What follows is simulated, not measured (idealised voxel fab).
Process module in this document: voxel ribs on slabs
It is cross-section cut that appears here, measuring 270 nm in width, its square cells being 5 nm in size.
This document writes a cross-section as a grid whose cells are square, and gives it as bands, listed from the top down; one or more rows of cells form a band.
Band: top height; bottom height; in nm. Then, left to right: material with width in nm, for each material. "all across": a single material spanning edge to edge. "empty": empty space.
Heights from 0 (as-received wafer is one material below). Bottom band endless downward, as "0 down".
Per-row width for "30->40": begins at first number (top row of band), ends at second number (bottom row), increment between rows held constant.
Given "remains unaltered" for a step, no cell of the cross-section differs between before and after that step.
Reported under the label "Voids lacking openings" are the empty spaces having no open way to the top and comprising 8 cells or more; the notation for each is width x height at distance, in which the distance is measured from the left edge and all three values are in nm.
after a step's settings: what the simulator itself notes on the step
The "overlay nm" setting may appear on a step's line; for a step that uses a mask, it gives how far to the right of its planned position the mask lay, and a negative value indicates the left.

This section lists the process steps that were planned
1,RECEIVE,material Si
2,DIRECTIONAL_DEP,material SiO2,thk nm 20
3,DIRECTIONAL_DEP,material SiN,thk nm 25
4,MASKED_ETCH,tone cover,mask id RIB,width nm 25,etch materials SiN,depth nm 5,overlay nm 0
5,MASKED_ETCH,tone cover,mask id SLAB,width nm 85,etch materials SiN,depth nm 20,overlay nm 0
6,FILL_DEP,material SiO2,thk nm 25
7,CMP,height nm 60
8,DIRECTIONAL_DEP,material W,thk nm 10
9,DIRECTIONAL_DEP,material aC,thk nm 10
10,PATTERN,tone cover,mask id HEATER,material resist,width nm 35,thk nm 25,overlay nm 0
11,DIRECTIONAL_ETCH,etch materials aC,depth nm 10
12,STRIP,etch materials resist
13,DIRECTIONAL_ETCH,etch materials W,depth nm 10
14,STRIP,etch materials aC
15,CONFORMAL_DEP,material SiN,thk nm 5

Wafer, first of two, run as planned

Here's what the wafer looked like in cross-section when it arrived - that's after step 1
- 0 down: Si all across
- Voids lacking openings: none

Cross-section: wafer state after step 2
- 20 to 0: SiO2 all across
- Everything below 0 is unchanged.

Cross-section: wafer state after step 3
- 45 to 20: SiN all across
- Everything below 20 is unchanged.

Cross-section: wafer state after step 4
- 45 to 40: empty 120 / SiN 25 / empty 125
- Everything below 40 is unchanged.

Cross-section: wafer state after step 5
- 45 to 40: empty 120 / SiN 25 / empty 125
- 40 to 20: empty 90 / SiN 85 / empty 95
- Everything below 20 is unchanged.

Cross-section: wafer state after step 6
- 70 to 45: SiO2 all across
- 45 to 40: SiO2 120 / SiN 25 / SiO2 125
- 40 to 20: SiO2 90 / SiN 85 / SiO2 95
- Everything below 20 is unchanged.

Cross-section: wafer state after step 7
- 60 to 45: SiO2 all across
- Everything below 45 is unchanged.

Cross-section: wafer state after step 8
- 70 to 60: W all across
- Everything below 60 is unchanged.

Cross-section: wafer state after step 9
- 80 to 70: aC all across
- Everything below 70 is unchanged.

Cross-section: wafer state after step 10
- 105 to 80: empty 115 / resist 35 / empty 120
- Everything below 80 is unchanged.

Cross-section: wafer state after step 11
- 95 to 80: empty 115 / resist 35 / empty 120
- 80 to 70: empty 115 / aC 35 / empty 120
- Everything below 70 is unchanged.

Cross-section: wafer state after step 12
- 80 to 70: empty 115 / aC 35 / empty 120
- Everything below 70 is unchanged.

Cross-section: wafer state after step 13
- 80 to 70: empty 115 / aC 35 / empty 120
- 70 to 60: empty 115 / W 35 / empty 120
- Everything below 60 is unchanged.

Cross-section: wafer state after step 14
- 70 to 60: empty 115 / W 35 / empty 120
- Everything below 60 is unchanged.

Cross-section: wafer state after step 15
- 75 to 70: empty 110 / SiN 45 / empty 115
- 70 to 65: empty 110 / SiN 5 / W 35 / SiN 5 / empty 115
- 65 to 60: SiN 115 / W 35 / SiN 120
- Everything below 60 is unchanged.

Companion wafer, the second of two: same beginning, same intended sequence, one mistake in carrying it out; through step 3 inclusive it tracks the first exactly

Second wafer, section view, time point: scheduled end of step 4
- 45 to 40: empty 125 / SiN 20 / empty 125
- Everything below 40 is unchanged.

Second wafer, section view, time point: scheduled end of step 5
- 45 to 40: empty 125 / SiN 20 / empty 125
- 40 to 20: empty 90 / SiN 85 / empty 95
- Everything below 20 is unchanged.

Second wafer, section view, time point: scheduled end of step 6
- 70 to 45: SiO2 all across
- 45 to 40: SiO2 125 / SiN 20 / SiO2 125
- 40 to 20: SiO2 90 / SiN 85 / SiO2 95
- Everything below 20 is unchanged.

Second wafer, section view, time point: scheduled end of step 7
- 60 to 45: SiO2 all across
- Everything below 45 is unchanged.

Second wafer, section view, time point: scheduled end of step 8
- 70 to 60: W all across
- Everything below 60 is unchanged.

Second wafer, section view, time point: scheduled end of step 9
- 80 to 70: aC all across
- Everything below 70 is unchanged.

Second wafer, section view, time point: scheduled end of step 10
- 105 to 80: empty 115 / resist 35 / empty 120
- Everything below 80 is unchanged.

Second wafer, section view, time point: scheduled end of step 11
- 95 to 80: empty 115 / resist 35 / empty 120
- 80 to 70: empty 115 / aC 35 / empty 120
- Everything below 70 is unchanged.

Second wafer, section view, time point: scheduled end of step 12
- 80 to 70: empty 115 / aC 35 / empty 120
- Everything below 70 is unchanged.

Second wafer, section view, time point: scheduled end of step 13
- 80 to 70: empty 115 / aC 35 / empty 120
- 70 to 60: empty 115 / W 35 / empty 120
- Everything below 60 is unchanged.

Second wafer, section view, time point: scheduled end of step 14
- 70 to 60: empty 115 / W 35 / empty 120
- Everything below 60 is unchanged.

Second wafer, section view, time point: scheduled end of step 15
- 75 to 70: empty 110 / SiN 45 / empty 115
- 70 to 65: empty 110 / SiN 5 / W 35 / SiN 5 / empty 115
- 65 to 60: SiN 115 / W 35 / SiN 120
- Everything below 60 is unchanged.
Deviation noted in wafer processing: note that step 4 departed from the planned setting and was carried out as MASKED_ETCH,tone cover,mask id RIB,width nm 20,etch materials SiN,depth nm 5,overlay nm 0
Wrapping up, a cell-based count of both wafers puts the second over or under the first for these materials: 1 fewer of SiN | 1 more of SiO2
